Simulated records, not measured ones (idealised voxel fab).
The following is a process module called voxel gate over fins.
Shown is cross-section cut, with a width of 255 nm and square cells of size 5 nm.
Think of the cross-section as a grid of square cells. We describe it in bands, top to bottom, and each band covers one or more rows of those cells. This entry defines a band. It first specifies the height of the band's top and the height of its bottom in nm, and then specifies the band's materials from left to right, stating each material with its width in nm. The word "edge to edge" identifies a single material that fills the band from edge to edge, while the word "air" identifies empty space. Height is counted from the level 0, under which the received wafer is composed throughout of one material. The lowest of the bands is not closed at the bottom but continues downward, in the notation "0 nm and below". Top row gets the first number, bottom row gets the second, and each row in between changes by the same step: that is how a band width like "30 to 40" works. Reading "same as before" for a step: not a cell of the cross-section changed in it. Reported under the label "Entrapped void list" are the empty spaces having no open way to the top and comprising 8 cells or more; the notation for each is width x height at distance, in which the distance is measured from the left edge and all three values are in nm. On each step's line, the part that comes after the settings is the simulator's own comment on the step. "overlay nm", when on a step's line for a step with a mask, measures how far to the right of its planned place the mask lay; a negative measure means to the left. Every pair from here on: before one process step, after it. The after cross-section reaches only to the lowest band that changed. Below the pair: the step in between and its settings. Pairs can belong to different runs of this module on the same starting wafer; a pair carries on from the pair above only if the entry headed "Ex-ante state" says so.

## Ex-ante state
> 0 nm and below  Si edge to edge
> Entrapped void list: none

## State After Step
> 10 nm to 0 nm  SiN edge to edge
> Everything below 0 is unchanged.
> Entrapped void list: none
Step, pre vs post cross-sections above: CONFORMAL_DEP, material SiN, thk nm 10

Ex-ante state: the cross-section after the pair above

## State After Step
> 10 nm to 0 nm  35 nm air, then 15 nm SiN, then 40 nm air, then 15 nm SiN, then 40 nm air, then 15 nm SiN, then 40 nm air, then 15 nm SiN, then 40 nm air
> Everything below 0 is unchanged.
> Entrapped void list: none
Step, pre vs post cross-sections above: MASKED_ETCH, tone cover, mask id FINS, width nm 15, pitch nm 55, etch materials SiN, depth nm 10, overlay nm 0

Ex-ante state: the cross-section after the pair above

## State After Step
> 10 nm to 0 nm  35 nm air, then 15 nm SiN, then 40 nm air, then 15 nm SiN, then 40 nm air, then 15 nm SiN, then 40 nm air, then 15 nm SiN, then 40 nm air
> 0 nm to -40 nm  35 nm air, then 15 nm Si, then 40 nm air, then 15 nm Si, then 40 nm air, then 15 nm Si, then 40 nm air, then 15 nm Si, then 40 nm air
> Everything below -40 is unchanged.
> Entrapped void list: none
Step, pre vs post cross-sections above: MASKED_ETCH, tone cover, mask id FINS, width nm 15, pitch nm 55, etch materials Si, depth nm 40, overlay nm 0

Ex-ante state: the cross-section after the pair above

## State After Step
> 10 nm to 0 nm  35 nm air, then 15 nm SiN, then 40 nm air, then 15 nm SiN, then 40 nm air, then 15 nm SiN, then 40 nm air, then 15 nm SiN, then 40 nm air
> 0 nm to -40 nm  35 nm air, then 5 nm SiO2, then 5 nm Si, then 5 nm SiO2, then 40 nm air, then 5 nm SiO2, then 5 nm Si, then 5 nm SiO2, then 40 nm air, then 5 nm SiO2, then 5 nm Si, then 5 nm SiO2, then 40 nm air, then 5 nm SiO2, then 5 nm Si, then 5 nm SiO2, then 40 nm air
> -40 nm to -45 nm  40 nm SiO2, then 5 nm Si, then 50 nm SiO2, then 5 nm Si, then 50 nm SiO2, then 5 nm Si, then 50 nm SiO2, then 5 nm Si, then 45 nm SiO2
> Everything below -45 is unchanged.
> Entrapped void list: none
Step, pre vs post cross-sections above: OXIDIZE, depth nm 5

Ex-ante state: the cross-section after the pair above

## State After Step
> 20 nm to 10 nm  SiO2 edge to edge
> 10 nm to 0 nm  35 nm SiO2, then 15 nm SiN, then 40 nm SiO2, then 15 nm SiN, then 40 nm SiO2, then 15 nm SiN, then 40 nm SiO2, then 15 nm SiN, then 40 nm SiO2
> 0 nm to -45 nm  40 nm SiO2, then 5 nm Si, then 50 nm SiO2, then 5 nm Si, then 50 nm SiO2, then 5 nm Si, then 50 nm SiO2, then 5 nm Si, then 45 nm SiO2
> Everything below -45 is unchanged.
> Entrapped void list: none
Step, pre vs post cross-sections above: FILL_DEP, material SiO2, thk nm 10

Ex-ante state: the cross-section after the pair above

## State After Step
> 10 nm to 0 nm  35 nm SiO2, then 15 nm SiN, then 40 nm SiO2, then 15 nm SiN, then 40 nm SiO2, then 15 nm SiN, then 40 nm SiO2, then 15 nm SiN, then 40 nm SiO2
> Everything below 0 is unchanged.
> Entrapped void list: none
Step, pre vs post cross-sections above: CMP, height nm 10

Ex-ante state: the cross-section after the pair above

## State After Step
> 20 nm to 10 nm  aC edge to edge
> Everything below 10 is unchanged.
> Entrapped void list: none
Step, pre vs post cross-sections above: DIRECTIONAL_DEP, material aC, thk nm 10

Ex-ante state: the cross-section after the pair above

## State After Step
> 50 nm to 20 nm  60 nm resist, then 15 nm air, then 180 nm resist
> Everything below 20 is unchanged.
> Entrapped void list: none
Step, pre vs post cross-sections above: PATTERN, tone open, mask id RAIL, material resist, width nm 15, thk nm 30, overlay nm 0

Ex-ante state: the cross-section after the pair above

## State After Step
> 40 nm to 20 nm  60 nm resist, then 15 nm air, then 180 nm resist
> 20 nm to 10 nm  60 nm aC, then 15 nm air, then 180 nm aC
> Everything below 10 is unchanged.
> Entrapped void list: none
Step, pre vs post cross-sections above: DIRECTIONAL_ETCH, etch materials aC, depth nm 10

Ex-ante state: the cross-section after the pair above

## State After Step
> 20 nm to 10 nm  60 nm aC, then 15 nm air, then 180 nm aC
> Everything below 10 is unchanged.
> Entrapped void list: none
Step, pre vs post cross-sections above: STRIP, etch materials resist

Ex-ante state: the cross-section after the pair above

## State After Step
> 20 nm to 10 nm  60 nm aC, then 15 nm air, then 180 nm aC
> 10 nm to 0 nm  35 nm SiO2, then 15 nm SiN, then 10 nm SiO2, then 15 nm air, then 15 nm SiO2, then 15 nm SiN, then 40 nm SiO2, then 15 nm SiN, then 40 nm SiO2, then 15 nm SiN, then 40 nm SiO2
> 0 nm to -35 nm  40 nm SiO2, then 5 nm Si, then 15 nm SiO2, then 15 nm air, then 20 nm SiO2, then 5 nm Si, then 50 nm SiO2, then 5 nm Si, then 50 nm SiO2, then 5 nm Si, then 45 nm SiO2
> Everything below -35 is unchanged.
> Entrapped void list: none
Step, pre vs post cross-sections above: DIRECTIONAL_ETCH, etch materials SiO2, depth nm 45

Ex-ante state: the cross-section after the pair above

## State After Step
> 10 nm to 0 nm  35 nm SiO2, then 15 nm SiN, then 10 nm SiO2, then 15 nm air, then 15 nm SiO2, then 15 nm SiN, then 40 nm SiO2, then 15 nm SiN, then 40 nm SiO2, then 15 nm SiN, then 40 nm SiO2
> Everything below 0 is unchanged.
> Entrapped void list: none
Step, pre vs post cross-sections above: STRIP, etch materials aC

Ex-ante state: the cross-section after the pair above

## State After Step
> 15 nm to 10 nm  65 nm TiN, then 5 nm air, then 185 nm TiN
> 10 nm to 0 nm  35 nm SiO2, then 15 nm SiN, then 10 nm SiO2, then 5 nm TiN, then 5 nm air, then 5 nm TiN, then 15 nm SiO2, then 15 nm SiN, then 40 nm SiO2, then 15 nm SiN, then 40 nm SiO2, then 15 nm SiN, then 40 nm SiO2
> 0 nm to -30 nm  40 nm SiO2, then 5 nm Si, then 15 nm SiO2, then 5 nm TiN, then 5 nm air, then 5 nm TiN, then 20 nm SiO2, then 5 nm Si, then 50 nm SiO2, then 5 nm Si, then 50 nm SiO2, then 5 nm Si, then 45 nm SiO2
> -30 nm to -35 nm  40 nm SiO2, then 5 nm Si, then 15 nm SiO2, then 15 nm TiN, then 20 nm SiO2, then 5 nm Si, then 50 nm SiO2, then 5 nm Si, then 50 nm SiO2, then 5 nm Si, then 45 nm SiO2
> Everything below -35 is unchanged.
> Entrapped void list: none
Step, pre vs post cross-sections above: CONFORMAL_DEP, material TiN, thk nm 5

Ex-ante state: the cross-section after the pair above

## State After Step
> 25 nm to 15 nm  W edge to edge
> 15 nm to 10 nm  65 nm TiN, then 5 nm W, then 185 nm TiN
> 10 nm to 0 nm  35 nm SiO2, then 15 nm SiN, then 10 nm SiO2, then 5 nm TiN, then 5 nm W, then 5 nm TiN, then 15 nm SiO2, then 15 nm SiN, then 40 nm SiO2, then 15 nm SiN, then 40 nm SiO2, then 15 nm SiN, then 40 nm SiO2
> 0 nm to -30 nm  40 nm SiO2, then 5 nm Si, then 15 nm SiO2, then 5 nm TiN, then 5 nm W, then 5 nm TiN, then 20 nm SiO2, then 5 nm Si, then 50 nm SiO2, then 5 nm Si, then 50 nm SiO2, then 5 nm Si, then 45 nm SiO2
> Everything below -30 is unchanged.
> Entrapped void list: none
Step, pre vs post cross-sections above: FILL_DEP, material W, thk nm 10

Ex-ante state: the cross-section after the pair above

## State After Step
> 10 nm to 0 nm  35 nm SiO2, then 15 nm SiN, then 10 nm SiO2, then 5 nm TiN, then 5 nm W, then 5 nm TiN, then 15 nm SiO2, then 15 nm SiN, then 40 nm SiO2, then 15 nm SiN, then 40 nm SiO2, then 15 nm SiN, then 40 nm SiO2
> Everything below 0 is unchanged.
> Entrapped void list: none
Step, pre vs post cross-sections above: CMP, height nm 10

Ex-ante state: the cross-section after the pair above

## State After Step
> 10 nm to 0 nm  35 nm SiO2, then 15 nm SiN, then 10 nm SiO2, then 15 nm air, then 15 nm SiO2, then 15 nm SiN, then 40 nm SiO2, then 15 nm SiN, then 40 nm SiO2, then 15 nm SiN, then 40 nm SiO2
> 0 nm to -25 nm  40 nm SiO2, then 5 nm Si, then 15 nm SiO2, then 15 nm air, then 20 nm SiO2, then 5 nm Si, then 50 nm SiO2, then 5 nm Si, then 50 nm SiO2, then 5 nm Si, then 45 nm SiO2
> Everything below -25 is unchanged.
> Entrapped void list: none
Step, pre vs post cross-sections above: SELECTIVE_ETCH, etch materials W Ru TiN, depth nm 35

Ex-ante state: the cross-section after the pair above

## State After Step
> 15 nm to 10 nm  SiO2 edge to edge
> 10 nm to 0 nm  35 nm SiO2, then 15 nm SiN, then 40 nm SiO2, then 15 nm SiN, then 40 nm SiO2, then 15 nm SiN, then 40 nm SiO2, then 15 nm SiN, then 40 nm SiO2
> 0 nm to -25 nm  40 nm SiO2, then 5 nm Si, then 50 nm SiO2, then 5 nm Si, then 50 nm SiO2, then 5 nm Si, then 50 nm SiO2, then 5 nm Si, then 45 nm SiO2
> Everything below -25 is unchanged.
> Entrapped void list: none
Step, pre vs post cross-sections above: FILL_DEP, material SiO2, thk nm 5

Ex-ante state: the cross-section after the pair above

## State After Step
> 10 nm to 0 nm  35 nm SiO2, then 15 nm SiN, then 40 nm SiO2, then 15 nm SiN, then 40 nm SiO2, then 15 nm SiN, then 40 nm SiO2, then 15 nm SiN, then 40 nm SiO2
> Everything below 0 is unchanged.
> Entrapped void list: none
Step, pre vs post cross-sections above: CMP, height nm 10

Ex-ante state: the cross-section after the pair above

## State After Step
> 10 nm to 0 nm  35 nm air, then 15 nm SiN, then 40 nm air, then 15 nm SiN, then 40 nm air, then 15 nm SiN, then 40 nm air, then 15 nm SiN, then 40 nm air
> 0 nm to -15 nm  40 nm air, then 5 nm Si, then 50 nm air, then 5 nm Si, then 50 nm air, then 5 nm Si, then 50 nm air, then 5 nm Si, then 45 nm air
> Everything below -15 is unchanged.
> Entrapped void list: none
Step, pre vs post cross-sections above: SELECTIVE_ETCH, etch materials SiO2, depth nm 25

Ex-ante state: the cross-section after the pair above

## State After Step
> 0 nm to -15 nm  40 nm air, then 5 nm Si, then 50 nm air, then 5 nm Si, then 50 nm air, then 5 nm Si, then 50 nm air, then 5 nm Si, then 45 nm air
> Everything below -15 is unchanged.
> Entrapped void list: none
Step, pre vs post cross-sections above: STRIP, etch materials SiN

Ex-ante state: the cross-section after the pair above

## State After Step
> 5 nm to 0 nm  35 nm air, then 15 nm HfO2, then 40 nm air, then 15 nm HfO2, then 40 nm air, then 15 nm HfO2, then 40 nm air, then 15 nm HfO2, then 40 nm air
> 0 nm to -10 nm  35 nm air, then 5 nm HfO2, then 5 nm Si, then 5 nm HfO2, then 40 nm air, then 5 nm HfO2, then 5 nm Si, then 5 nm HfO2, then 40 nm air, then 5 nm HfO2, then 5 nm Si, then 5 nm HfO2, then 40 nm air, then 5 nm HfO2, then 5 nm Si, then 5 nm HfO2, then 40 nm air
> -10 nm to -15 nm  40 nm HfO2, then 5 nm Si, then 50 nm HfO2, then 5 nm Si, then 50 nm HfO2, then 5 nm Si, then 50 nm HfO2, then 5 nm Si, then 45 nm HfO2
> Everything below -15 is unchanged.
> Entrapped void list: none
Step, pre vs post cross-sections above: CONFORMAL_DEP, material HfO2, thk nm 5

Ex-ante state: the cross-section after the pair above

## State After Step
> 10 nm to 5 nm  30 nm air, then 25 nm TiN, then 30 nm air, then 25 nm TiN, then 30 nm air, then 25 nm TiN, then 30 nm air, then 25 nm TiN, then 35 nm air
> 5 nm to 0 nm  30 nm air, then 5 nm TiN, then 15 nm HfO2, then 5 nm TiN, then 30 nm air, then 5 nm TiN, then 15 nm HfO2, then 5 nm TiN, then 30 nm air, then 5 nm TiN, then 15 nm HfO2, then 5 nm TiN, then 30 nm air, then 5 nm TiN, then 15 nm HfO2, then 5 nm TiN, then 35 nm air
> 0 nm to -5 nm  30 nm air, then 5 nm TiN, then 5 nm HfO2, then 5 nm Si, then 5 nm HfO2, then 5 nm TiN, then 30 nm air, then 5 nm TiN, then 5 nm HfO2, then 5 nm Si, then 5 nm HfO2, then 5 nm TiN, then 30 nm air, then 5 nm TiN, then 5 nm HfO2, then 5 nm Si, then 5 nm HfO2, then 5 nm TiN, then 30 nm air, then 5 nm TiN, then 5 nm HfO2, then 5 nm Si, then 5 nm HfO2, then 5 nm TiN, then 35 nm air
> -5 nm to -10 nm  35 nm TiN, then 5 nm HfO2, then 5 nm Si, then 5 nm HfO2, then 40 nm TiN, then 5 nm HfO2, then 5 nm Si, then 5 nm HfO2, then 40 nm TiN, then 5 nm HfO2, then 5 nm Si, then 5 nm HfO2, then 40 nm TiN, then 5 nm HfO2, then 5 nm Si, then 5 nm HfO2, then 40 nm TiN
> Everything below -10 is unchanged.
> Entrapped void list: none
Step, pre vs post cross-sections above: CONFORMAL_DEP, material TiN, thk nm 5

Ex-ante state: the cross-section after the pair above

## State After Step
> 25 nm to 10 nm  W edge to edge
> 10 nm to 5 nm  30 nm W, then 25 nm TiN, then 30 nm W, then 25 nm TiN, then 30 nm W, then 25 nm TiN, then 30 nm W, then 25 nm TiN, then 35 nm W
> 5 nm to 0 nm  30 nm W, then 5 nm TiN, then 15 nm HfO2, then 5 nm TiN, then 30 nm W, then 5 nm TiN, then 15 nm HfO2, then 5 nm TiN, then 30 nm W, then 5 nm TiN, then 15 nm HfO2, then 5 nm TiN, then 30 nm W, then 5 nm TiN, then 15 nm HfO2, then 5 nm TiN, then 35 nm W
> 0 nm to -5 nm  30 nm W, then 5 nm TiN, then 5 nm HfO2, then 5 nm Si, then 5 nm HfO2, then 5 nm TiN, then 30 nm W, then 5 nm TiN, then 5 nm HfO2, then 5 nm Si, then 5 nm HfO2, then 5 nm TiN, then 30 nm W, then 5 nm TiN, then 5 nm HfO2, then 5 nm Si, then 5 nm HfO2, then 5 nm TiN, then 30 nm W, then 5 nm TiN, then 5 nm HfO2, then 5 nm Si, then 5 nm HfO2, then 5 nm TiN, then 35 nm W
> Everything below -5 is unchanged.
> Entrapped void list: none
Step, pre vs post cross-sections above: FILL_DEP, material W, thk nm 15

Ex-ante state: the cross-section after the pair above

## State After Step
> 20 nm to 10 nm  W edge to edge
> Everything below 10 is unchanged.
> Entrapped void list: none
Step, pre vs post cross-sections above: CMP, height nm 20

Ex-ante state: the cross-section after the pair above

## State After Step
> 30 nm to 20 nm  SiCN edge to edge
> Everything below 20 is unchanged.
> Entrapped void list: none
Step, pre vs post cross-sections above: CONFORMAL_DEP, material SiCN, thk nm 10

## Ex-ante state
> 0 nm to -15 nm  40 nm air, then 5 nm Si, then 50 nm air, then 5 nm Si, then 50 nm air, then 5 nm Si, then 50 nm air, then 5 nm Si, then 45 nm air
> -15 nm to -25 nm  40 nm SiO2, then 5 nm Si, then 50 nm SiO2, then 5 nm Si, then 50 nm SiO2, then 5 nm Si, then 50 nm SiO2, then 5 nm Si, then 45 nm SiO2
> -25 nm to -30 nm  40 nm SiO2, then 5 nm Si, then 15 nm SiO2, then 5 nm TiN, then 5 nm W, then 5 nm TiN, then 20 nm SiO2, then 5 nm Si, then 50 nm SiO2, then 5 nm Si, then 50 nm SiO2, then 5 nm Si, then 45 nm SiO2
> -30 nm to -35 nm  40 nm SiO2, then 5 nm Si, then 15 nm SiO2, then 15 nm TiN, then 20 nm SiO2, then 5 nm Si, then 50 nm SiO2, then 5 nm Si, then 50 nm SiO2, then 5 nm Si, then 45 nm SiO2
> -35 nm to -45 nm  40 nm SiO2, then 5 nm Si, then 50 nm SiO2, then 5 nm Si, then 50 nm SiO2, then 5 nm Si, then 50 nm SiO2, then 5 nm Si, then 45 nm SiO2
> -45 nm and below  Si edge to edge
> Entrapped void list: none

## State After Step
> 5 nm to 0 nm  35 nm air, then 15 nm TiN, then 40 nm air, then 15 nm TiN, then 40 nm air, then 15 nm TiN, then 40 nm air, then 15 nm TiN, then 40 nm air
> 0 nm to -10 nm  35 nm air, then 5 nm TiN, then 5 nm Si, then 5 nm TiN, then 40 nm air, then 5 nm TiN, then 5 nm Si, then 5 nm TiN, then 40 nm air, then 5 nm TiN, then 5 nm Si, then 5 nm TiN, then 40 nm air, then 5 nm TiN, then 5 nm Si, then 5 nm TiN, then 40 nm air
> -10 nm to -15 nm  40 nm TiN, then 5 nm Si, then 50 nm TiN, then 5 nm Si, then 50 nm TiN, then 5 nm Si, then 50 nm TiN, then 5 nm Si, then 45 nm TiN
> Everything below -15 is unchanged.
> Entrapped void list: none
Step, pre vs post cross-sections above: CONFORMAL_DEP, material TiN, thk nm 5

Ex-ante state: the cross-section after the pair above

## State After Step
> 20 nm to 5 nm  W edge to edge
> 5 nm to 0 nm  35 nm W, then 15 nm TiN, then 40 nm W, then 15 nm TiN, then 40 nm W, then 15 nm TiN, then 40 nm W, then 15 nm TiN, then 40 nm W
> 0 nm to -10 nm  35 nm W, then 5 nm TiN, then 5 nm Si, then 5 nm TiN, then 40 nm W, then 5 nm TiN, then 5 nm Si, then 5 nm TiN, then 40 nm W, then 5 nm TiN, then 5 nm Si, then 5 nm TiN, then 40 nm W, then 5 nm TiN, then 5 nm Si, then 5 nm TiN, then 40 nm W
> Everything below -10 is unchanged.
> Entrapped void list: none
Step, pre vs post cross-sections above: FILL_DEP, material W, thk nm 15

Ex-ante state: the cross-section after the pair above

## State After Step
> 30 nm to 20 nm  SiCN edge to edge
> Everything below 20 is unchanged.
> Entrapped void list: none
Step, pre vs post cross-sections above: CONFORMAL_DEP, material SiCN, thk nm 10

## Ex-ante state
> 10 nm to 0 nm  35 nm air, then 15 nm SiN, then 40 nm air, then 15 nm SiN, then 40 nm air, then 15 nm SiN, then 40 nm air, then 15 nm SiN, then 40 nm air
> 0 nm to -15 nm  40 nm air, then 5 nm Si, then 50 nm air, then 5 nm Si, then 50 nm air, then 5 nm Si, then 50 nm air, then 5 nm Si, then 45 nm air
> -15 nm to -25 nm  40 nm SiO2, then 5 nm Si, then 50 nm SiO2, then 5 nm Si, then 50 nm SiO2, then 5 nm Si, then 50 nm SiO2, then 5 nm Si, then 45 nm SiO2
> -25 nm to -30 nm  40 nm SiO2, then 5 nm Si, then 15 nm SiO2, then 5 nm TiN, then 5 nm W, then 5 nm TiN, then 20 nm SiO2, then 5 nm Si, then 50 nm SiO2, then 5 nm Si, then 50 nm SiO2, then 5 nm Si, then 45 nm SiO2
> -30 nm to -35 nm  40 nm SiO2, then 5 nm Si, then 15 nm SiO2, then 15 nm TiN, then 20 nm SiO2, then 5 nm Si, then 50 nm SiO2, then 5 nm Si, then 50 nm SiO2, then 5 nm Si, then 45 nm SiO2
> -35 nm to -45 nm  40 nm SiO2, then 5 nm Si, then 50 nm SiO2, then 5 nm Si, then 50 nm SiO2, then 5 nm Si, then 50 nm SiO2, then 5 nm Si, then 45 nm SiO2
> -45 nm and below  Si edge to edge
> Entrapped void list: none

## State After Step
> 10 nm to 0 nm  35 nm air, then 15 nm SiN, then 40 nm air, then 15 nm SiN, then 40 nm air, then 15 nm SiN, then 40 nm air, then 15 nm SiN, then 40 nm air
> 0 nm to -25 nm  40 nm air, then 5 nm Si, then 50 nm air, then 5 nm Si, then 50 nm air, then 5 nm Si, then 50 nm air, then 5 nm Si, then 45 nm air
> -25 nm to -30 nm  40 nm air, then 5 nm Si, then 15 nm air, then 5 nm TiN, then 5 nm W, then 5 nm TiN, then 20 nm air, then 5 nm Si, then 50 nm air, then 5 nm Si, then 50 nm air, then 5 nm Si, then 45 nm air
> -30 nm to -35 nm  40 nm air, then 5 nm Si, then 15 nm air, then 15 nm TiN, then 20 nm air, then 5 nm Si, then 50 nm air, then 5 nm Si, then 50 nm air, then 5 nm Si, then 45 nm air
> -35 nm to -40 nm  40 nm air, then 5 nm Si, then 20 nm air, then 5 nm SiO2, then 25 nm air, then 5 nm Si, then 50 nm air, then 5 nm Si, then 50 nm air, then 5 nm Si, then 45 nm air
> Everything below -40 is unchanged.
> Entrapped void list: none
Step, pre vs post cross-sections above: SELECTIVE_ETCH, etch materials SiO2, depth nm 25

Ex-ante state: the cross-section after the pair above

## State After Step
> 0 nm to -25 nm  40 nm air, then 5 nm Si, then 50 nm air, then 5 nm Si, then 50 nm air, then 5 nm Si, then 50 nm air, then 5 nm Si, then 45 nm air
> Everything below -25 is unchanged.
> Entrapped void list: none
Step, pre vs post cross-sections above: STRIP, etch materials SiN

Ex-ante state: the cross-section after the pair above

## State After Step
> 5 nm to 0 nm  35 nm air, then 15 nm HfO2, then 40 nm air, then 15 nm HfO2, then 40 nm air, then 15 nm HfO2, then 40 nm air, then 15 nm HfO2, then 40 nm air
> 0 nm to -20 nm  35 nm air, then 5 nm HfO2, then 5 nm Si, then 5 nm HfO2, then 40 nm air, then 5 nm HfO2, then 5 nm Si, then 5 nm HfO2, then 40 nm air, then 5 nm HfO2, then 5 nm Si, then 5 nm HfO2, then 40 nm air, then 5 nm HfO2, then 5 nm Si, then 5 nm HfO2, then 40 nm air
> -20 nm to -25 nm  35 nm air, then 5 nm HfO2, then 5 nm Si, then 5 nm HfO2, then 5 nm air, then 25 nm HfO2, then 10 nm air, then 5 nm HfO2, then 5 nm Si, then 5 nm HfO2, then 40 nm air, then 5 nm HfO2, then 5 nm Si, then 5 nm HfO2, then 40 nm air, then 5 nm HfO2, then 5 nm Si, then 5 nm HfO2, then 40 nm air
> -25 nm to -30 nm  35 nm air, then 5 nm HfO2, then 5 nm Si, then 5 nm HfO2, then 5 nm air, then 5 nm HfO2, then 5 nm TiN, then 5 nm W, then 5 nm TiN, then 5 nm HfO2, then 10 nm air, then 5 nm HfO2, then 5 nm Si, then 5 nm HfO2, then 40 nm air, then 5 nm HfO2, then 5 nm Si, then 5 nm HfO2, then 40 nm air, then 5 nm HfO2, then 5 nm Si, then 5 nm HfO2, then 40 nm air
> -30 nm to -35 nm  35 nm air, then 5 nm HfO2, then 5 nm Si, then 5 nm HfO2, then 5 nm air, then 5 nm HfO2, then 15 nm TiN, then 5 nm HfO2, then 10 nm air, then 5 nm HfO2, then 5 nm Si, then 5 nm HfO2, then 40 nm air, then 5 nm HfO2, then 5 nm Si, then 5 nm HfO2, then 40 nm air, then 5 nm HfO2, then 5 nm Si, then 5 nm HfO2, then 40 nm air
> -35 nm to -40 nm  40 nm HfO2, then 5 nm Si, then 20 nm HfO2, then 5 nm SiO2, then 25 nm HfO2, then 5 nm Si, then 50 nm HfO2, then 5 nm Si, then 50 nm HfO2, then 5 nm Si, then 45 nm HfO2
> Everything below -40 is unchanged.
> Entrapped void list: none
Step, pre vs post cross-sections above: CONFORMAL_DEP, material HfO2, thk nm 5

Ex-ante state: the cross-section after the pair above

## State After Step
> 10 nm to 5 nm  30 nm air, then 25 nm TiN, then 30 nm air, then 25 nm TiN, then 30 nm air, then 25 nm TiN, then 30 nm air, then 25 nm TiN, then 35 nm air
> 5 nm to 0 nm  30 nm air, then 5 nm TiN, then 15 nm HfO2, then 5 nm TiN, then 30 nm air, then 5 nm TiN, then 15 nm HfO2, then 5 nm TiN, then 30 nm air, then 5 nm TiN, then 15 nm HfO2, then 5 nm TiN, then 30 nm air, then 5 nm TiN, then 15 nm HfO2, then 5 nm TiN, then 35 nm air
> 0 nm to -15 nm  30 nm air, then 5 nm TiN, then 5 nm HfO2, then 5 nm Si, then 5 nm HfO2, then 5 nm TiN, then 30 nm air, then 5 nm TiN, then 5 nm HfO2, then 5 nm Si, then 5 nm HfO2, then 5 nm TiN, then 30 nm air, then 5 nm TiN, then 5 nm HfO2, then 5 nm Si, then 5 nm HfO2, then 5 nm TiN, then 30 nm air, then 5 nm TiN, then 5 nm HfO2, then 5 nm Si, then 5 nm HfO2, then 5 nm TiN, then 35 nm air
> -15 nm to -20 nm  30 nm air, then 5 nm TiN, then 5 nm HfO2, then 5 nm Si, then 5 nm HfO2, then 40 nm TiN, then 5 nm HfO2, then 5 nm Si, then 5 nm HfO2, then 5 nm TiN, then 30 nm air, then 5 nm TiN, then 5 nm HfO2, then 5 nm Si, then 5 nm HfO2, then 5 nm TiN, then 30 nm air, then 5 nm TiN, then 5 nm HfO2, then 5 nm Si, then 5 nm HfO2, then 5 nm TiN, then 35 nm air
> -20 nm to -25 nm  30 nm air, then 5 nm TiN, then 5 nm HfO2, then 5 nm Si, then 5 nm HfO2, then 5 nm TiN, then 25 nm HfO2, then 10 nm TiN, then 5 nm HfO2, then 5 nm Si, then 5 nm HfO2, then 5 nm TiN, then 30 nm air, then 5 nm TiN, then 5 nm HfO2, then 5 nm Si, then 5 nm HfO2, then 5 nm TiN, then 30 nm air, then 5 nm TiN, then 5 nm HfO2, then 5 nm Si, then 5 nm HfO2, then 5 nm TiN, then 35 nm air
> -25 nm to -30 nm  30 nm air, then 5 nm TiN, then 5 nm HfO2, then 5 nm Si, then 5 nm HfO2, then 5 nm TiN, then 5 nm HfO2, then 5 nm TiN, then 5 nm W, then 5 nm TiN, then 5 nm HfO2, then 10 nm TiN, then 5 nm HfO2, then 5 nm Si, then 5 nm HfO2, then 5 nm TiN, then 30 nm air, then 5 nm TiN, then 5 nm HfO2, then 5 nm Si, then 5 nm HfO2, then 5 nm TiN, then 30 nm air, then 5 nm TiN, then 5 nm HfO2, then 5 nm Si, then 5 nm HfO2, then 5 nm TiN, then 35 nm air
> -30 nm to -35 nm  35 nm TiN, then 5 nm HfO2, then 5 nm Si, then 5 nm HfO2, then 5 nm TiN, then 5 nm HfO2, then 15 nm TiN, then 5 nm HfO2, then 10 nm TiN, then 5 nm HfO2, then 5 nm Si, then 5 nm HfO2, then 40 nm TiN, then 5 nm HfO2, then 5 nm Si, then 5 nm HfO2, then 40 nm TiN, then 5 nm HfO2, then 5 nm Si, then 5 nm HfO2, then 40 nm TiN
> Everything below -35 is unchanged.
> Entrapped void list: none
Step, pre vs post cross-sections above: CONFORMAL_DEP, material TiN, thk nm 5

Ex-ante state: the cross-section after the pair above

## State After Step
> 25 nm to 10 nm  W edge to edge
> 10 nm to 5 nm  30 nm W, then 25 nm TiN, then 30 nm W, then 25 nm TiN, then 30 nm W, then 25 nm TiN, then 30 nm W, then 25 nm TiN, then 35 nm W
> 5 nm to 0 nm  30 nm W, then 5 nm TiN, then 15 nm HfO2, then 5 nm TiN, then 30 nm W, then 5 nm TiN, then 15 nm HfO2, then 5 nm TiN, then 30 nm W, then 5 nm TiN, then 15 nm HfO2, then 5 nm TiN, then 30 nm W, then 5 nm TiN, then 15 nm HfO2, then 5 nm TiN, then 35 nm W
> 0 nm to -15 nm  30 nm W, then 5 nm TiN, then 5 nm HfO2, then 5 nm Si, then 5 nm HfO2, then 5 nm TiN, then 30 nm W, then 5 nm TiN, then 5 nm HfO2, then 5 nm Si, then 5 nm HfO2, then 5 nm TiN, then 30 nm W, then 5 nm TiN, then 5 nm HfO2, then 5 nm Si, then 5 nm HfO2, then 5 nm TiN, then 30 nm W, then 5 nm TiN, then 5 nm HfO2, then 5 nm Si, then 5 nm HfO2, then 5 nm TiN, then 35 nm W
> -15 nm to -20 nm  30 nm W, then 5 nm TiN, then 5 nm HfO2, then 5 nm Si, then 5 nm HfO2, then 40 nm TiN, then 5 nm HfO2, then 5 nm Si, then 5 nm HfO2, then 5 nm TiN, then 30 nm W, then 5 nm TiN, then 5 nm HfO2, then 5 nm Si, then 5 nm HfO2, then 5 nm TiN, then 30 nm W, then 5 nm TiN, then 5 nm HfO2, then 5 nm Si, then 5 nm HfO2, then 5 nm TiN, then 35 nm W
> -20 nm to -25 nm  30 nm W, then 5 nm TiN, then 5 nm HfO2, then 5 nm Si, then 5 nm HfO2, then 5 nm TiN, then 25 nm HfO2, then 10 nm TiN, then 5 nm HfO2, then 5 nm Si, then 5 nm HfO2, then 5 nm TiN, then 30 nm W, then 5 nm TiN, then 5 nm HfO2, then 5 nm Si, then 5 nm HfO2, then 5 nm TiN, then 30 nm W, then 5 nm TiN, then 5 nm HfO2, then 5 nm Si, then 5 nm HfO2, then 5 nm TiN, then 35 nm W
> -25 nm to -30 nm  30 nm W, then 5 nm TiN, then 5 nm HfO2, then 5 nm Si, then 5 nm HfO2, then 5 nm TiN, then 5 nm HfO2, then 5 nm TiN, then 5 nm W, then 5 nm TiN, then 5 nm HfO2, then 10 nm TiN, then 5 nm HfO2, then 5 nm Si, then 5 nm HfO2, then 5 nm TiN, then 30 nm W, then 5 nm TiN, then 5 nm HfO2, then 5 nm Si, then 5 nm HfO2, then 5 nm TiN, then 30 nm W, then 5 nm TiN, then 5 nm HfO2, then 5 nm Si, then 5 nm HfO2, then 5 nm TiN, then 35 nm W
> Everything below -30 is unchanged.
> Entrapped void list: none
Step, pre vs post cross-sections above: FILL_DEP, material W, thk nm 15

Ex-ante state: the cross-section after the pair above

## State After Step
> 20 nm to 10 nm  W edge to edge
> Everything below 10 is unchanged.
> Entrapped void list: none
Step, pre vs post cross-sections above: CMP, height nm 20

Ex-ante state: the cross-section after the pair above

## State After Step
> 30 nm to 20 nm  SiCN edge to edge
> Everything below 20 is unchanged.
> Entrapped void list: none
Step, pre vs post cross-sections above: CONFORMAL_DEP, material SiCN, thk nm 10
